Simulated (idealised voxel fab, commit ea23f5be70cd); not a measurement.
The following is a process module called voxel spacer lines.
Shown is cross-section cut, with a width of 260 nm and square cells of size 5 nm.
Think of the cross-section as a grid of square cells. We describe it in bands, top to bottom, and each band covers one or more rows of those cells.
Look at the band entry: it leads with the top's height and the bottom's height in nm. Then it lists the materials left to right, with a width in nm for each. The word "everywhere" on a single material says that material fills the band edge to edge. The word "blank" is empty space.
Heights from 0 (as-received wafer is one material below). Bottom band endless downward, as "0 down".
Note: "30->40" means the width goes from the first number (top row of the band) to the second number (bottom row) in equal steps per row of cells.
The designation "no alteration", where it is given for a processing step, indicates that no cell of the cross-section was altered in the course of that step.
Voids not open to the top, 8 cells minimum: see "Trapped cavities". Written width x height at distance; distance is from the left edge; nm.
Post-settings text on a step line: simulator's own remark regarding the step.
The setting "overlay nm" may be written on the line of a step. When the step uses a mask, the value reports how far to the right of the planned place the mask lay, and a negative value reports that it lay to the left.

-- So here's the lineup of process steps we planned
1. RECEIVE, material Si
2. CONFORMAL_DEP, material Al2O3, thk nm 10
3. DIRECTIONAL_DEP, material SiN, thk nm 10
4. DIRECTIONAL_DEP, material aC, thk nm 25
5. PATTERN, tone cover, mask id MANDREL, material resist, width nm 25, pitch nm 70, thk nm 35, overlay nm 0
6. DIRECTIONAL_ETCH, etch materials aC, depth nm 25
7. STRIP, etch materials resist
8. CONFORMAL_DEP, material SiO2, thk nm 10
9. DIRECTIONAL_ETCH, etch materials SiO2, depth nm 10
10. STRIP, etch materials aC
11. DIRECTIONAL_ETCH, etch materials SiN, depth nm 10
12. STRIP, etch materials SiO2

-- Step 1 complete: cross-section of the wafer as received
> 0 down = Si everywhere
> Trapped cavities: none

-- Final wafer profile in cross-section after the module, from the same start and plan as above, with one mistake made during processing
> 20 to 10 = blank=25; SiN=10; blank=25; SiN=10; blank=25; SiN=10; blank=25; SiN=10; blank=25; SiN=10; blank=25; SiN=10; blank=50
> 10 to 0 = Al2O3 everywhere
> 0 down = Si everywhere
> Trapped cavities: none
What went wrong in running the wafer? step 5 did not use the planned setting and instead ran as PATTERN, tone cover, mask id MANDREL, material resist, width nm 25, pitch nm 70, thk nm 35, overlay nm -10
